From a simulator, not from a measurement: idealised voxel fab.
process module | voxel ribs on slabs
cross-section cut | 285 nm wide | cells 5 nm
A cross-section is a grid of square cells, given in bands from the top down. A band is one or more rows of cells.
Each band's line starts with the height of the band's top and of its bottom, in nm. Then come its materials from left to right, each with its width in nm. One material with "throughout" fills the band from edge to edge. "air" is empty space.
Height 0 is the level under which the wafer as received is all one material. The lowest band goes on downwards, as in "0 down".
A width such as "30 to 40" changes by the same amount from each row of cells to the next, from the band's top row to its bottom row.
"no change" after a step means that no cell of the cross-section changed.
closed voids: empty space of 8 cells or more with no open way to the top, each as width x height at its distance from the left edge, in nm
after a step's settings: what the simulator itself notes on the step
overlay nm, on a step with a mask: how far to the right of its planned place the mask lay; to the left if negative
plan
1 op RECEIVE | material Si
2 op DIRECTIONAL_DEP | material SiO2 | thk nm 20
3 op DIRECTIONAL_DEP | material polySi | thk nm 25
4 op DIRECTIONAL_DEP | material aC | thk nm 15
5 op PATTERN | tone cover | mask id RIB | material resist | width nm 20 | thk nm 35 | overlay nm 0
6 op DIRECTIONAL_ETCH | etch materials aC | depth nm 15
7 op STRIP | etch materials resist
8 op DIRECTIONAL_ETCH | etch materials polySi | depth nm 20
9 op STRIP | etch materials aC
10 op MASKED_ETCH | tone cover | mask id SLAB | width nm 60 | etch materials polySi | depth nm 5 | overlay nm 0
11 op FILL_DEP | material SiO2 | thk nm 25
12 op CMP | height nm 60
13 op DIRECTIONAL_DEP | material W | thk nm 10
14 op DIRECTIONAL_DEP | material aC | thk nm 15
15 op PATTERN | tone cover | mask id HEATER | material resist | width nm 30 | thk nm 35 | overlay nm 0
16 op DIRECTIONAL_ETCH | etch materials aC | depth nm 15
17 op STRIP | etch materials resist
18 op DIRECTIONAL_ETCH | etch materials W | depth nm 10
19 op STRIP | etch materials aC
20 op CONFORMAL_DEP | material SiO2 | thk nm 10
first wafer, as planned
as received, after step 1
  0 down: Si throughout
  closed voids: none
after step 2
  20 to 0: SiO2 throughout
  below 0: unchanged
after step 3
  45 to 20: polySi throughout
  below 20: unchanged
after step 4
  60 to 45: aC throughout
  below 45: unchanged
after step 5
  95 to 60: air 130 | resist 20 | air 135
  below 60: unchanged
after step 6
  80 to 60: air 130 | resist 20 | air 135
  60 to 45: air 130 | aC 20 | air 135
  below 45: unchanged
after step 7
  60 to 45: air 130 | aC 20 | air 135
  below 45: unchanged
after step 8
  60 to 45: air 130 | aC 20 | air 135
  45 to 25: air 130 | polySi 20 | air 135
  below 25: unchanged
after step 9
  45 to 25: air 130 | polySi 20 | air 135
  below 25: unchanged
after step 10
  45 to 25: air 130 | polySi 20 | air 135
  25 to 20: air 110 | polySi 60 | air 115
  below 20: unchanged
after step 11
  70 to 45: SiO2 throughout
  45 to 25: SiO2 130 | polySi 20 | SiO2 135
  25 to 20: SiO2 110 | polySi 60 | SiO2 115
  below 20: unchanged
after step 12
  60 to 45: SiO2 throughout
  below 45: unchanged
after step 13
  70 to 60: W throughout
  below 60: unchanged
after step 14
  85 to 70: aC throughout
  below 70: unchanged
after step 15
  120 to 85: air 125 | resist 30 | air 130
  below 85: unchanged
after step 16
  105 to 85: air 125 | resist 30 | air 130
  85 to 70: air 125 | aC 30 | air 130
  below 70: unchanged
after step 17
  85 to 70: air 125 | aC 30 | air 130
  below 70: unchanged
after step 18
  85 to 70: air 125 | aC 30 | air 130
  70 to 60: air 125 | W 30 | air 130
  below 60: unchanged
after step 19
  70 to 60: air 125 | W 30 | air 130
  below 60: unchanged
after step 20
  80 to 70: air 115 | SiO2 50 | air 120
  70 to 60: SiO2 125 | W 30 | SiO2 130
  below 60: unchanged
second wafer: like start, like plan, one mistake. Through step 4 it matches the first wafer
when step 5 should have ended
  95 to 60: air 130 | resist 25 | air 130
  below 60: unchanged
when step 6 should have ended
  80 to 60: air 130 | resist 25 | air 130
  60 to 45: air 130 | aC 25 | air 130
  below 45: unchanged
when step 7 should have ended
  60 to 45: air 130 | aC 25 | air 130
  below 45: unchanged
when step 8 should have ended
  60 to 45: air 130 | aC 25 | air 130
  45 to 25: air 130 | polySi 25 | air 130
  below 25: unchanged
when step 9 should have ended
  45 to 25: air 130 | polySi 25 | air 130
  below 25: unchanged
when step 10 should have ended
  45 to 25: air 130 | polySi 25 | air 130
  25 to 20: air 110 | polySi 60 | air 115
  below 20: unchanged
when step 11 should have ended
  70 to 45: SiO2 throughout
  45 to 25: SiO2 130 | polySi 25 | SiO2 130
  25 to 20: SiO2 110 | polySi 60 | SiO2 115
  below 20: unchanged
when step 12 should have ended
  60 to 45: SiO2 throughout
  below 45: unchanged
when step 13 should have ended
  70 to 60: W throughout
  below 60: unchanged
when step 14 should have ended
  85 to 70: aC throughout
  below 70: unchanged
when step 15 should have ended
  120 to 85: air 125 | resist 30 | air 130
  below 85: unchanged
when step 16 should have ended
  105 to 85: air 125 | resist 30 | air 130
  85 to 70: air 125 | aC 30 | air 130
  below 70: unchanged
when step 17 should have ended
  85 to 70: air 125 | aC 30 | air 130
  below 70: unchanged
when step 18 should have ended
  85 to 70: air 125 | aC 30 | air 130
  70 to 60: air 125 | W 30 | air 130
  below 60: unchanged
when step 19 should have ended
  70 to 60: air 125 | W 30 | air 130
  below 60: unchanged
when step 20 should have ended
  80 to 70: air 115 | SiO2 50 | air 120
  70 to 60: SiO2 125 | W 30 | SiO2 130
  below 60: unchanged
what went wrong: step 5 ran as: op PATTERN | tone cover | mask id RIB | material resist | width nm 25 | thk nm 35 | overlay nm 0
at the end the second wafer has, in cells: 4 fewer of SiO2 | 4 more of polySi
